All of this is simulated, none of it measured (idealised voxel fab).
Process module under the name voxel wiring stack
Xsec cut, 290 nm wide, square cell size 5 nm.
Cross-sections here: square-cell grids, written as top-down lists of bands, a band being one or more rows of cells. Top height, bottom height, nm. Materials left to right, width each, nm. Single material + "all across" = fills band edge to edge. "empty" = empty. We count height from 0. Below that, the starting wafer is all one material. The lowest band never ends at the bottom but goes on down; see "0..down" for how that is written. The expression "30..40" gives the width at the extremes of the band, the first number at its top row of cells and the second at its bottom row, with the width changing by equal amounts from each row to the next in between. No cell of the cross-section changed in a step that is given as "remained the same". The entry "Enclosed empty spaces" lists the empty spaces that cover at least 8 cells and have no open path to the top. Each is written as width x height at distance, where the distance is measured from the left edge and all three values are in nm. Text after the settings on a step's line: the simulator's own remark on that step. overlay nm: on a step with a mask, how far right of its planned place the mask lay; negative means left.
Here's what the planned process steps look like
step 1: RECEIVE (material Si)
step 2: CONFORMAL_DEP (material SiO2; thk nm 15)
step 3: CONFORMAL_DEP (material SiCN; thk nm 5)
step 4: DIRECTIONAL_DEP (material SiO2; thk nm 20)
step 5: PATTERN (tone open; mask id METAL_1; material resist; width nm 30; pitch nm 50; thk nm 15; overlay nm 0)
step 6: DIRECTIONAL_ETCH (etch materials SiO2; depth nm 20)
step 7: DIRECTIONAL_ETCH (etch materials SiCN; depth nm 5)
step 8: STRIP (etch materials resist)
step 9: CONFORMAL_DEP (material TiN; thk nm 5)
step 10: FILL_DEP (material Cu; thk nm 5)
step 11: CMP (height nm 40)
step 12: EPI (material Ru; thk nm 5)
step 13: FILL_DEP (material SiCN; thk nm 5)
step 14: DIRECTIONAL_DEP (material lowk; thk nm 20)
step 15: DIRECTIONAL_DEP (material aC; thk nm 15)
step 16: PATTERN (tone open; mask id PLUG_1; material resist; width nm 15; pitch nm 50; thk nm 35; overlay nm 0)
step 17: DIRECTIONAL_ETCH (etch materials aC; depth nm 15)
step 18: STRIP (etch materials resist)
step 19: DIRECTIONAL_ETCH (etch materials lowk; depth nm 20)
step 20: DIRECTIONAL_ETCH (etch materials SiCN; depth nm 5)
step 21: STRIP (etch materials aC)
step 22: CONFORMAL_DEP (material TiN; thk nm 5)
step 23: FILL_DEP (material Ru; thk nm 5)
step 24: CMP (height nm 70)
step 25: CONFORMAL_DEP (material SiN; thk nm 5)
step 26: DIRECTIONAL_DEP (material lowk; thk nm 15)
step 27: MASKED_ETCH (tone open; mask id METAL_2; width nm 30; pitch nm 50; etch materials lowk; depth nm 15; overlay nm 0)
step 28: MASKED_ETCH (tone open; mask id METAL_2; width nm 30; pitch nm 50; etch materials SiN; depth nm 5; overlay nm 0)
step 29: CONFORMAL_DEP (material TiN; thk nm 5)
step 30: FILL_DEP (material Cu; thk nm 10)
step 31: CMP (height nm 90)
step 32: CONFORMAL_DEP (material SiCN; thk nm 5)
Wafer cross-section on receipt, i.e. after step 1
- 0..down | Si all across
- Enclosed empty spaces: none
What the wafer looks like in cross-section after this module, when it starts as shown above and follows the plan above but one mistake is made in running it
- 95..90 | SiCN all across
- 90..80 | 55 nm lowk | 5 nm TiN | 20 nm Cu | 5 nm TiN | 20 nm lowk | 5 nm TiN | 20 nm Cu | 5 nm TiN | 20 nm lowk | 5 nm TiN | 20 nm Cu | 5 nm TiN | 20 nm lowk | 5 nm TiN | 20 nm Cu | 5 nm TiN | 55 nm lowk
- 80..75 | 55 nm lowk | 15 nm TiN | 10 nm Cu | 5 nm TiN | 20 nm lowk | 15 nm TiN | 10 nm Cu | 5 nm TiN | 20 nm lowk | 15 nm TiN | 10 nm Cu | 5 nm TiN | 20 nm lowk | 15 nm TiN | 10 nm Cu | 5 nm TiN | 55 nm lowk
- 75..70 | 65 nm SiN | 20 nm TiN | 30 nm SiN | 20 nm TiN | 30 nm SiN | 20 nm TiN | 30 nm SiN | 20 nm TiN | 55 nm SiN
- 70..50 | 55 nm lowk | 5 nm TiN | 5 nm Ru | 5 nm TiN | 35 nm lowk | 5 nm TiN | 5 nm Ru | 5 nm TiN | 35 nm lowk | 5 nm TiN | 5 nm Ru | 5 nm TiN | 35 nm lowk | 5 nm TiN | 5 nm Ru | 5 nm TiN | 70 nm lowk
- 50..45 | 55 nm SiCN | 15 nm TiN | 35 nm SiCN | 15 nm TiN | 35 nm SiCN | 15 nm TiN | 35 nm SiCN | 15 nm TiN | 70 nm SiCN
- 45..40 | 50 nm SiCN | 40 nm Ru | 10 nm SiCN | 40 nm Ru | 10 nm SiCN | 40 nm Ru | 10 nm SiCN | 40 nm Ru | 50 nm SiCN
- 40..20 | 55 nm SiO2 | 5 nm TiN | 20 nm Cu | 5 nm TiN | 20 nm SiO2 | 5 nm TiN | 20 nm Cu | 5 nm TiN | 20 nm SiO2 | 5 nm TiN | 20 nm Cu | 5 nm TiN | 20 nm SiO2 | 5 nm TiN | 20 nm Cu | 5 nm TiN | 55 nm SiO2
- 20..15 | 55 nm SiCN | 30 nm TiN | 20 nm SiCN | 30 nm TiN | 20 nm SiCN | 30 nm TiN | 20 nm SiCN | 30 nm TiN | 55 nm SiCN
- 15..0 | SiO2 all across
- 0..down | Si all across
- Enclosed empty spaces: none
Short version of what went wrong: step 28: run off-plan, actual operation and settings MASKED_ETCH (tone open; mask id METAL_2; width nm 30; pitch nm 50; etch materials SiN; depth nm 5; overlay nm 10)
